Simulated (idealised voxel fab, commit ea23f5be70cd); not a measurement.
Process module in this document: voxel gate over fins
Cross-sectional view cut (width: 165 nm; square cell size: 5 nm).
If you're reading a cross-section in this doc, picture square cells in a grid; it comes to you as bands, top ones listed first down to the bottom, and a band can be one or more rows of cells. Within each band entry, the heights of the top and of the bottom of the band appear first, in that order and in nm; the materials of the band then follow from left to right, each with its corresponding width in nm. The designation "all across" on a single material indicates that it fills the band from edge to edge; the designation "blank" indicates empty space. All heights in this document are referenced to 0, defined as the level beneath which the wafer, as received, consists entirely of one material. The lowest band is not bounded below; it extends indefinitely downward and is written in the form "0 and below". The notation "30 to 40" denotes a width that varies across the rows of cells in the band, beginning at the first number in the top row, finishing at the second number in the bottom row, and changing by an identical amount from each row to the next. The cross-section has no changed cell in any step marked "no modification". Reported under the label "Enclosed cavity list" are the empty spaces having no open way to the top and comprising 8 cells or more; the notation for each is width x height at distance, in which the distance is measured from the left edge and all three values are in nm. after a step's settings: what the simulator itself notes on the step. When a step includes a mask, the "overlay nm" setting on its line states how far to the right of its planned place that mask lay, and negative values state how far to the left.
The planned process steps are enumerated hereunder:
1: op RECEIVE | material Si
2: op CONFORMAL_DEP | material SiN | thk nm 5
3: op MASKED_ETCH | tone cover | mask id FINS | width nm 15 | pitch nm 40 | etch materials SiN | depth nm 5 | overlay nm 0
4: op MASKED_ETCH | tone cover | mask id FINS | width nm 15 | pitch nm 40 | etch materials Si | depth nm 30 | overlay nm 0
5: op OXIDIZE | depth nm 5
6: op FILL_DEP | material SiO2 | thk nm 10
7: op CMP | height nm 5
8: op SELECTIVE_ETCH | etch materials SiO2 | depth nm 15
9: op STRIP | etch materials SiN
10: op CONFORMAL_DEP | material HfO2 | thk nm 5
11: op CONFORMAL_DEP | material TiN | thk nm 5
12: op CONFORMAL_DEP | material TiAl | thk nm 5
13: op CONFORMAL_DEP | material TiN | thk nm 5
14: op FILL_DEP | material W | thk nm 10
15: op CMP | height nm 25
16: op CONFORMAL_DEP | material SiN | thk nm 10
Delivered wafer in cross-section: state after step 1:
> 0 and below  Si all across
> Enclosed cavity list: none
End-of-module XS, first of two wafers, run as planned:
> 35 down to 25  SiN all across
> 25 down to 20  W all across
> 20 down to 15  W 20 nm  TiN 125 nm  W 20 nm
> 15 down to 10  W 20 nm  TiN 5 nm  TiAl 35 nm  TiN 5 nm  TiAl 35 nm  TiN 5 nm  TiAl 35 nm  TiN 5 nm  W 20 nm
> 10 down to 5  TiN 25 nm  TiAl 5 nm  TiN 25 nm  TiAl 5 nm  TiN 5 nm  TiAl 5 nm  TiN 25 nm  TiAl 5 nm  TiN 5 nm  TiAl 5 nm  TiN 25 nm  TiAl 5 nm  TiN 25 nm
> 5 down to 0  TiAl 30 nm  TiN 5 nm  HfO2 15 nm  TiN 5 nm  TiAl 15 nm  TiN 5 nm  HfO2 15 nm  TiN 5 nm  TiAl 15 nm  TiN 5 nm  HfO2 15 nm  TiN 5 nm  TiAl 30 nm
> 0 down to -5  TiN 35 nm  HfO2 5 nm  Si 5 nm  HfO2 5 nm  TiN 25 nm  HfO2 5 nm  Si 5 nm  HfO2 5 nm  TiN 25 nm  HfO2 5 nm  Si 5 nm  HfO2 5 nm  TiN 35 nm
> -5 down to -10  HfO2 40 nm  Si 5 nm  HfO2 35 nm  Si 5 nm  HfO2 35 nm  Si 5 nm  HfO2 40 nm
> -10 down to -35  SiO2 40 nm  Si 5 nm  SiO2 35 nm  Si 5 nm  SiO2 35 nm  Si 5 nm  SiO2 40 nm
> -35 and below  Si all across
> Enclosed cavity list: none
Second wafer cross-section at end of module - shared start and plan with the first, one mistake in the run:
> 35 down to 25  SiN all across
> 25 down to 20  W all across
> 20 down to 15  W 20 nm  TiN 125 nm  W 20 nm
> 15 down to 10  W 20 nm  TiN 5 nm  TiAl 35 nm  TiN 5 nm  TiAl 35 nm  TiN 5 nm  TiAl 35 nm  TiN 5 nm  W 20 nm
> 10 down to 5  TiN 25 nm  TiAl 5 nm  TiN 25 nm  TiAl 5 nm  TiN 5 nm  TiAl 5 nm  TiN 25 nm  TiAl 5 nm  TiN 5 nm  TiAl 5 nm  TiN 25 nm  TiAl 5 nm  TiN 25 nm
> 5 down to 0  TiAl 30 nm  TiN 5 nm  HfO2 15 nm  TiN 5 nm  TiAl 15 nm  TiN 5 nm  HfO2 15 nm  TiN 5 nm  TiAl 15 nm  TiN 5 nm  HfO2 15 nm  TiN 5 nm  TiAl 30 nm
> 0 down to -5  TiN 35 nm  HfO2 5 nm  Si 5 nm  HfO2 5 nm  TiN 25 nm  HfO2 5 nm  Si 5 nm  HfO2 5 nm  TiN 25 nm  HfO2 5 nm  Si 5 nm  HfO2 5 nm  TiN 35 nm
> -5 down to -10  HfO2 40 nm  Si 5 nm  HfO2 35 nm  Si 5 nm  HfO2 35 nm  Si 5 nm  HfO2 40 nm
> -10 down to -65  SiO2 40 nm  Si 5 nm  SiO2 35 nm  Si 5 nm  SiO2 35 nm  Si 5 nm  SiO2 40 nm
> -65 and below  Si all across
> Enclosed cavity list: none
So what did we get wrong on this run? step 4 of the plan was executed twice over
Materials where the second wafer ends with more or fewer cells than the first: -180 Si | +180 SiO2
